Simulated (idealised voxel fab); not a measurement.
Process module, titled voxel gate over fins
The cross-section on display is named cut; it measures 160 nm wide, and its cells are 5 nm squares.
Cross-sections here: square-cell grids, written as top-down lists of bands, a band being one or more rows of cells.
Top, bottom (nm), then materials left to right with widths (nm); lone material tagged "throughout" fills the whole band edge to edge; "air" = empty space.
The level at which height equals 0 is the one under which the wafer, as it arrives, is entirely one material. No lower edge exists for the bottom band, which continues downward and is notated as in "0 nm and below".
Quick explanation for "30->40": the width changes in equal steps down the rows of cells, from the first number in the band's top row to the second number in its bottom row.
"identical to before" (step): cross-section cells unchanged, all of them.
Completely enclosed voids: empty space of 8 cells or more with no open way to the top, each as width x height at its distance from the left edge, in nm
It should be noted that, on the line of a given step, the content following the step's settings is a remark produced by the simulator itself with respect to that step.
Regarding "overlay nm": on a step with a mask, it is the distance the mask lay to the right of its planned place; a negative value places it to the left.
Each pair of cross-sections that follows straddles one process step: the one shows the state before the step, the other the state after it, down to the lowest band that changed and no further. The step in question, and its settings, are given under the pair. Note that a pair is not necessarily a continuation of the pair above it, since pairs can come from different runs of this module on the same starting wafer; it is a continuation only where its entry headed "Prior state" says so.
Prior state:
    5 nm to 0 nm = SiN throughout
    0 nm and below = Si throughout
    Completely enclosed voids: none
Post-Step Snapshot:
    5 nm to 0 nm = 50 SiN / 15 air / 25 SiN / 15 air / 55 SiN
    Beneath the level 0, the cross-section is identical to its previous state.
    Completely enclosed voids: none
Upper to lower cross-section via MASKED_ETCH (tone open; mask id FINS; width nm 15; pitch nm 40; etch materials SiN; depth nm 5; overlay nm 0)
Prior state: The prior state of this step coincides with the post-step cross-section of the pair just above.
Post-Step Snapshot:
    5 nm to 0 nm = 50 SiN / 15 air / 25 SiN / 15 air / 55 SiN
    0 nm to -5 nm = 45 Si / 25 SiO2 / 15 Si / 25 SiO2 / 50 Si
    Beneath the level -5, the cross-section is identical to its previous state.
    Completely enclosed voids: none
Upper to lower cross-section via OXIDIZE (depth nm 5)
Prior state: The prior state of this step coincides with the post-step cross-section of the pair just above.
Post-Step Snapshot:
    20 nm to 5 nm = SiO2 throughout
    5 nm to 0 nm = 50 SiN / 15 SiO2 / 25 SiN / 15 SiO2 / 55 SiN
    Beneath the level 0, the cross-section is identical to its previous state.
    Completely enclosed voids: none
Upper to lower cross-section via FILL_DEP (material SiO2; thk nm 15)
Prior state: The prior state of this step coincides with the post-step cross-section of the pair just above.
Post-Step Snapshot:
    5 nm to 0 nm = 50 SiN / 15 SiO2 / 25 SiN / 15 SiO2 / 55 SiN
    Beneath the level 0, the cross-section is identical to its previous state.
    Completely enclosed voids: none
Upper to lower cross-section via CMP (height nm 5)
Prior state: The prior state of this step coincides with the post-step cross-section of the pair just above.
Post-Step Snapshot:
    5 nm to 0 nm = 50 SiN / 15 air / 25 SiN / 15 air / 55 SiN
    0 nm to -5 nm = 45 Si / 25 air / 15 Si / 25 air / 50 Si
    Beneath the level -5, the cross-section is identical to its previous state.
    Completely enclosed voids: none
Upper to lower cross-section via SELECTIVE_ETCH (etch materials SiO2; depth nm 15)
Prior state: The prior state of this step coincides with the post-step cross-section of the pair just above.
Post-Step Snapshot:
    0 nm to -5 nm = 45 Si / 25 air / 15 Si / 25 air / 50 Si
    Beneath the level -5, the cross-section is identical to its previous state.
    Completely enclosed voids: none
Upper to lower cross-section via STRIP (etch materials SiN)
Prior state: The prior state of this step coincides with the post-step cross-section of the pair just above.
Post-Step Snapshot:
    5 nm to 0 nm = 50 HfO2 / 15 air / 25 HfO2 / 15 air / 55 HfO2
    0 nm to -5 nm = 45 Si / 25 HfO2 / 15 Si / 25 HfO2 / 50 Si
    Beneath the level -5, the cross-section is identical to its previous state.
    Completely enclosed voids: none
Upper to lower cross-section via CONFORMAL_DEP (material HfO2; thk nm 5)
Prior state: The prior state of this step coincides with the post-step cross-section of the pair just above.
Post-Step Snapshot:
    10 nm to 5 nm = 55 TiN / 5 air / 35 TiN / 5 air / 60 TiN
    5 nm to 0 nm = 50 HfO2 / 15 TiN / 25 HfO2 / 15 TiN / 55 HfO2
    Beneath the level 0, the cross-section is identical to its previous state.
    Completely enclosed voids: none
Upper to lower cross-section via CONFORMAL_DEP (material TiN; thk nm 5)
Prior state: The prior state of this step coincides with the post-step cross-section of the pair just above.
Post-Step Snapshot:
    20 nm to 10 nm = W throughout
    10 nm to 5 nm = 55 TiN / 5 W / 35 TiN / 5 W / 60 TiN
    Beneath the level 5, the cross-section is identical to its previous state.
    Completely enclosed voids: none
Upper to lower cross-section via FILL_DEP (material W; thk nm 10)
Prior state: The prior state of this step coincides with the post-step cross-section of the pair just above.
Post-Step Snapshot:
    15 nm to 10 nm = W throughout
    Beneath the level 10, the cross-section is identical to its previous state.
    Completely enclosed voids: none
Upper to lower cross-section via CMP (height nm 15)
Prior state: The prior state of this step coincides with the post-step cross-section of the pair just above.
Post-Step Snapshot:
    25 nm to 15 nm = SiCN throughout
    Beneath the level 15, the cross-section is identical to its previous state.
    Completely enclosed voids: none
Upper to lower cross-section via CONFORMAL_DEP (material SiCN; thk nm 10)
